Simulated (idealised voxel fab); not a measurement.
Herein follows the process module entitled voxel self aligned vias.
Cross-section cut: width 265 nm, square cells of 5 nm.
Heads up, the way a cross-section reads in here is a grid of square cells, handed over as bands from the top down, with every band being one or more rows of cells.
It is stipulated that each band's entry specify, in nanometres, the height of the top of the band and then that of its bottom, followed by the materials of the band in left-to-right sequence, each together with its width in nanometres. A single material marked by the word "throughout" is understood to fill the band from edge to edge; the word "blank" is understood to denote empty space.
Convention: height 0 is the level below which the wafer, as received, is all one material. The lowest band does not terminate at the bottom but continues downward, represented as "from 0 down".
A width given as "30->40" starts at the first number in the band's top row and ends at the second number in its bottom row, shifting by an equal amount at every step from row to row.
Where a step carries "nothing altered", the cross-section came out of it unchanged, cell for cell.
You'll see "Voids, sealed" listing empty spaces that have no way open to the top, as long as they're 8 cells or more; the notation is width x height at distance, where the distance is from the left edge, and all of it is in nm.
On a step's line, text after the settings is the simulator commenting on that step.
"overlay nm", when on a step's line for a step with a mask, measures how far to the right of its planned place the mask lay; a negative measure means to the left.

### The planned process steps are enumerated hereunder
1: RECEIVE | material Si
2: CONFORMAL_DEP | material SiO2 | thk nm 10
3: CONFORMAL_DEP | material SiCN | thk nm 5
4: DIRECTIONAL_DEP | material SiO2 | thk nm 20
5: MASKED_ETCH | tone open | mask id LINES | width nm 20 | pitch nm 60 | etch materials SiO2 | depth nm 20 | overlay nm 0
6: CONFORMAL_DEP | material TiN | thk nm 5
7: FILL_DEP | material Ru | thk nm 10
8: CMP | height nm 35
9: SELECTIVE_ETCH | etch materials W Ru TiN | depth nm 10
10: FILL_DEP | material SiN | thk nm 5
11: CMP | height nm 35
12: DIRECTIONAL_DEP | material SiO2 | thk nm 20
13: PATTERN | tone open | mask id VIAS | material resist | width nm 30 | pitch nm 60 | thk nm 20 | overlay nm 0
14: DIRECTIONAL_ETCH | etch materials SiO2 | depth nm 20
15: DIRECTIONAL_ETCH | etch materials SiN | depth nm 10
16: STRIP | etch materials resist
17: CONFORMAL_DEP | material TiN | thk nm 5
18: FILL_DEP | material Ru | thk nm 10
19: CMP | height nm 55
20: CONFORMAL_DEP | material SiCN | thk nm 5

### First wafer of two (run as planned)

### The cross-section here shows the wafer as received, i.e. in its state after step 1
* from 0 down: Si throughout
* Voids, sealed: none

### Cross-section of the wafer after step 2
* from 10 to 0: SiO2 throughout
* Below 0, no change.

### Cross-section of the wafer after step 3
* from 15 to 10: SiCN throughout
* Below 10, no change.

### Cross-section of the wafer after step 4
* from 35 to 15: SiO2 throughout
* Below 15, no change.

### Cross-section of the wafer after step 5
* from 35 to 15: SiO2 90  blank 20  SiO2 40  blank 20  SiO2 95
* Below 15, no change.

### Cross-section of the wafer after step 6
* from 40 to 35: TiN 95  blank 10  TiN 50  blank 10  TiN 100
* from 35 to 20: SiO2 90  TiN 5  blank 10  TiN 5  SiO2 40  TiN 5  blank 10  TiN 5  SiO2 95
* from 20 to 15: SiO2 90  TiN 20  SiO2 40  TiN 20  SiO2 95
* Below 15, no change.

### Cross-section of the wafer after step 7
* from 50 to 40: Ru throughout
* from 40 to 35: TiN 95  Ru 10  TiN 50  Ru 10  TiN 100
* from 35 to 20: SiO2 90  TiN 5  Ru 10  TiN 5  SiO2 40  TiN 5  Ru 10  TiN 5  SiO2 95
* Below 20, no change.

### Cross-section of the wafer after step 8
* from 35 to 20: SiO2 90  TiN 5  Ru 10  TiN 5  SiO2 40  TiN 5  Ru 10  TiN 5  SiO2 95
* Below 20, no change.

### Cross-section of the wafer after step 9
* from 35 to 25: SiO2 90  blank 20  SiO2 40  blank 20  SiO2 95
* Below 25, no change.

### Cross-section of the wafer after step 10
* from 40 to 35: SiN throughout
* from 35 to 25: SiO2 90  SiN 20  SiO2 40  SiN 20  SiO2 95
* Below 25, no change.

### Cross-section of the wafer after step 11
* from 35 to 25: SiO2 90  SiN 20  SiO2 40  SiN 20  SiO2 95
* Below 25, no change.

### Cross-section of the wafer after step 12
* from 55 to 35: SiO2 throughout
* Below 35, no change.

### Cross-section of the wafer after step 13
* from 75 to 55: resist 85  blank 30  resist 30  blank 30  resist 90
* Below 55, no change.

### Cross-section of the wafer after step 14
* from 75 to 55: resist 85  blank 30  resist 30  blank 30  resist 90
* from 55 to 35: SiO2 85  blank 30  SiO2 30  blank 30  SiO2 90
* Below 35, no change.

### Cross-section of the wafer after step 15
* from 75 to 55: resist 85  blank 30  resist 30  blank 30  resist 90
* from 55 to 35: SiO2 85  blank 30  SiO2 30  blank 30  SiO2 90
* from 35 to 25: SiO2 90  blank 20  SiO2 40  blank 20  SiO2 95
* Below 25, no change.

### Cross-section of the wafer after step 16
* from 55 to 35: SiO2 85  blank 30  SiO2 30  blank 30  SiO2 90
* Below 35, no change.

### Cross-section of the wafer after step 17
* from 60 to 55: TiN 90  blank 20  TiN 40  blank 20  TiN 95
* from 55 to 40: SiO2 85  TiN 5  blank 20  TiN 5  SiO2 30  TiN 5  blank 20  TiN 5  SiO2 90
* from 40 to 30: SiO2 85->90  TiN 10->5  blank 10  TiN 10->5  SiO2 30->40  TiN 10->5  blank 10  TiN 10->5  SiO2 90->95
* from 30 to 25: SiO2 90  TiN 20  SiO2 40  TiN 20  SiO2 95
* Below 25, no change.

### Cross-section of the wafer after step 18
* from 70 to 60: Ru throughout
* from 60 to 55: TiN 90  Ru 20  TiN 40  Ru 20  TiN 95
* from 55 to 40: SiO2 85  TiN 5  Ru 20  TiN 5  SiO2 30  TiN 5  Ru 20  TiN 5  SiO2 90
* from 40 to 30: SiO2 85->90  TiN 10->5  Ru 10  TiN 10->5  SiO2 30->40  TiN 10->5  Ru 10  TiN 10->5  SiO2 90->95
* Below 30, no change.

### Cross-section of the wafer after step 19
* from 55 to 40: SiO2 85  TiN 5  Ru 20  TiN 5  SiO2 30  TiN 5  Ru 20  TiN 5  SiO2 90
* Below 40, no change.

### Cross-section of the wafer after step 20
* from 60 to 55: SiCN throughout
* Below 55, no change.

### Second wafer - shared start and plan with the first - one error in running - same as the first up to step 13 inclusive

### What the second wafer looks like in cross-section when step 14 should have wrapped up
* from 75 to 55: resist 85  blank 30  resist 30  blank 30  resist 90
* from 55 to 35: SiO2 85  blank 30  SiO2 30  blank 30  SiO2 90
* from 35 to 25: SiO2 85  blank 5  SiN 20  blank 5  SiO2 30  blank 5  SiN 20  blank 5  SiO2 90
* from 25 to 20: SiO2 85  blank 5  TiN 5  Ru 10  TiN 5  blank 5  SiO2 30  blank 5  TiN 5  Ru 10  TiN 5  blank 5  SiO2 90
* from 20 to 15: SiO2 85  blank 5  TiN 20  blank 5  SiO2 30  blank 5  TiN 20  blank 5  SiO2 90
* Below 15, no change.

### What the second wafer looks like in cross-section when step 15 should have wrapped up
* from 75 to 55: resist 85  blank 30  resist 30  blank 30  resist 90
* from 55 to 25: SiO2 85  blank 30  SiO2 30  blank 30  SiO2 90
* Below 25, no change.

### What the second wafer looks like in cross-section when step 16 should have wrapped up
* from 55 to 25: SiO2 85  blank 30  SiO2 30  blank 30  SiO2 90
* Below 25, no change.

### What the second wafer looks like in cross-section when step 17 should have wrapped up
* from 60 to 55: TiN 90  blank 20  TiN 40  blank 20  TiN 95
* from 55 to 30: SiO2 85  TiN 5  blank 20  TiN 5  SiO2 30  TiN 5  blank 20  TiN 5  SiO2 90
* from 30 to 25: SiO2 85  TiN 30  SiO2 30  TiN 30  SiO2 90
* from 25 to 20: SiO2 85  TiN 10  Ru 10  TiN 10  SiO2 30  TiN 10  Ru 10  TiN 10  SiO2 90
* from 20 to 15: SiO2 85  TiN 30  SiO2 30  TiN 30  SiO2 90
* Below 15, no change.

### What the second wafer looks like in cross-section when step 18 should have wrapped up
* from 70 to 60: Ru throughout
* from 60 to 55: TiN 90  Ru 20  TiN 40  Ru 20  TiN 95
* from 55 to 30: SiO2 85  TiN 5  Ru 20  TiN 5  SiO2 30  TiN 5  Ru 20  TiN 5  SiO2 90
* Below 30, no change.

### What the second wafer looks like in cross-section when step 19 should have wrapped up
* from 55 to 30: SiO2 85  TiN 5  Ru 20  TiN 5  SiO2 30  TiN 5  Ru 20  TiN 5  SiO2 90
* Below 30, no change.

### What the second wafer looks like in cross-section when step 20 should have wrapped up
* from 60 to 55: SiCN throughout
* Below 55, no change.
What went wrong in running the wafer? plan step 14 ran twice
The second wafer ends with more or fewer cells of some materials than the first, per final count: Ru: 8 more | SiO2: 16 fewer | TiN: 8 more
